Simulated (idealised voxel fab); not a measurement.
voxel fin reveal: a process module
We display cut, a cross-section 220 nm in width whose square cells are each 5 nm.
Cross-section layout: square cells on a grid; listed as bands, top to bottom; a band spans one or more cell rows. Within each band entry, the heights of the top and of the bottom of the band appear first, in that order and in nm; the materials of the band then follow from left to right, each with its corresponding width in nm. The designation "edge to edge" on a single material indicates that it fills the band from edge to edge; the designation "empty" indicates empty space. We count height from 0. Below that, the starting wafer is all one material. The lowest band never ends at the bottom but goes on down; see "z 0 and below" for how that is written. A width such as "30->40" changes by the same amount from each row of cells to the next, from the band's top row to its bottom row. Step marked "nothing altered"? Then no cell in the cross-section changed in it. Heads up: "Entrapped void list" only lists the empty pockets with no open path to the top that are 8 cells or more, and it writes them as width x height at distance, distance from the left edge, in nm. Read whatever lies past the settings on a step's line as the simulator's own remark about the step. overlay nm: right-of-plan distance of the mask on a masked step; negative values mean left-of-plan.

PROCESS STEPS FORESEEN IN THE PLAN
1) op RECEIVE | material Si
2) op CONFORMAL_DEP | material SiN | thk nm 10
3) op MASKED_ETCH | tone cover | mask id FINS | width nm 15 | pitch nm 35 | etch materials SiN | depth nm 10 | overlay nm 0
4) op MASKED_ETCH | tone cover | mask id FINS | width nm 15 | pitch nm 35 | etch materials Si | depth nm 40 | overlay nm 0
5) op OXIDIZE | depth nm 5
6) op FILL_DEP | material SiO2 | thk nm 15
7) op CMP | height nm 10
8) op SELECTIVE_ETCH | etch materials SiO2 | depth nm 30
9) op STRIP | etch materials SiN

THE FIRST OF TWO WAFERS, RUN AS PLANNED

CROSS-SECTION, INCOMING MATERIAL, AFTER STEP 1
    z 0 and below  Si edge to edge
    Entrapped void list: none

THE WAFER IN CROSS-SECTION ONCE STEP 2 IS COMPLETE
    z 10 to 0  SiN edge to edge
    Anything lower than 0 is untouched.

THE WAFER IN CROSS-SECTION ONCE STEP 3 IS COMPLETE
    z 10 to 0  65 empty; 15 SiN; 20 empty; 15 SiN; 20 empty; 15 SiN; 70 empty
    Anything lower than 0 is untouched.

THE WAFER IN CROSS-SECTION ONCE STEP 4 IS COMPLETE
    z 10 to 0  65 empty; 15 SiN; 20 empty; 15 SiN; 20 empty; 15 SiN; 70 empty
    z 0 to -40  65 empty; 15 Si; 20 empty; 15 Si; 20 empty; 15 Si; 70 empty
    Anything lower than -40 is untouched.

THE WAFER IN CROSS-SECTION ONCE STEP 5 IS COMPLETE
    z 10 to 0  65 empty; 15 SiN; 20 empty; 15 SiN; 20 empty; 15 SiN; 70 empty
    z 0 to -40  65 empty; 5 SiO2; 5 Si; 5 SiO2; 20 empty; 5 SiO2; 5 Si; 5 SiO2; 20 empty; 5 SiO2; 5 Si; 5 SiO2; 70 empty
    z -40 to -45  70 SiO2; 5 Si; 30 SiO2; 5 Si; 30 SiO2; 5 Si; 75 SiO2
    Anything lower than -45 is untouched.

THE WAFER IN CROSS-SECTION ONCE STEP 6 IS COMPLETE
    z 25 to 10  SiO2 edge to edge
    z 10 to 0  65 SiO2; 15 SiN; 20 SiO2; 15 SiN; 20 SiO2; 15 SiN; 70 SiO2
    z 0 to -45  70 SiO2; 5 Si; 30 SiO2; 5 Si; 30 SiO2; 5 Si; 75 SiO2
    Anything lower than -45 is untouched.

THE WAFER IN CROSS-SECTION ONCE STEP 7 IS COMPLETE
    z 10 to 0  65 SiO2; 15 SiN; 20 SiO2; 15 SiN; 20 SiO2; 15 SiN; 70 SiO2
    Anything lower than 0 is untouched.

THE WAFER IN CROSS-SECTION ONCE STEP 8 IS COMPLETE
    z 10 to 0  65 empty; 15 SiN; 20 empty; 15 SiN; 20 empty; 15 SiN; 70 empty
    z 0 to -20  70 empty; 5 Si; 30 empty; 5 Si; 30 empty; 5 Si; 75 empty
    Anything lower than -20 is untouched.

THE WAFER IN CROSS-SECTION ONCE STEP 9 IS COMPLETE
    z 0 to -20  70 empty; 5 Si; 30 empty; 5 Si; 30 empty; 5 Si; 75 empty
    Anything lower than -20 is untouched.

THE SECOND WAFER BEGAN EXACTLY AS THE FIRST DID AND FOLLOWED THE SAME PLAN, BUT ONE MISTAKE WAS MADE WHILE RUNNING IT; THROUGH STEP 8 INCLUSIVE, THE TWO WAFERS ARE IDENTICAL

Cross-sectional representation of the second wafer at the time designated in the plan for the completion of step 9: nothing altered
Run error: plan step 9 never ran because it was skipped
The closing comparison, in cells, has the second wafer with more or fewer of some materials than the first: +18 SiN
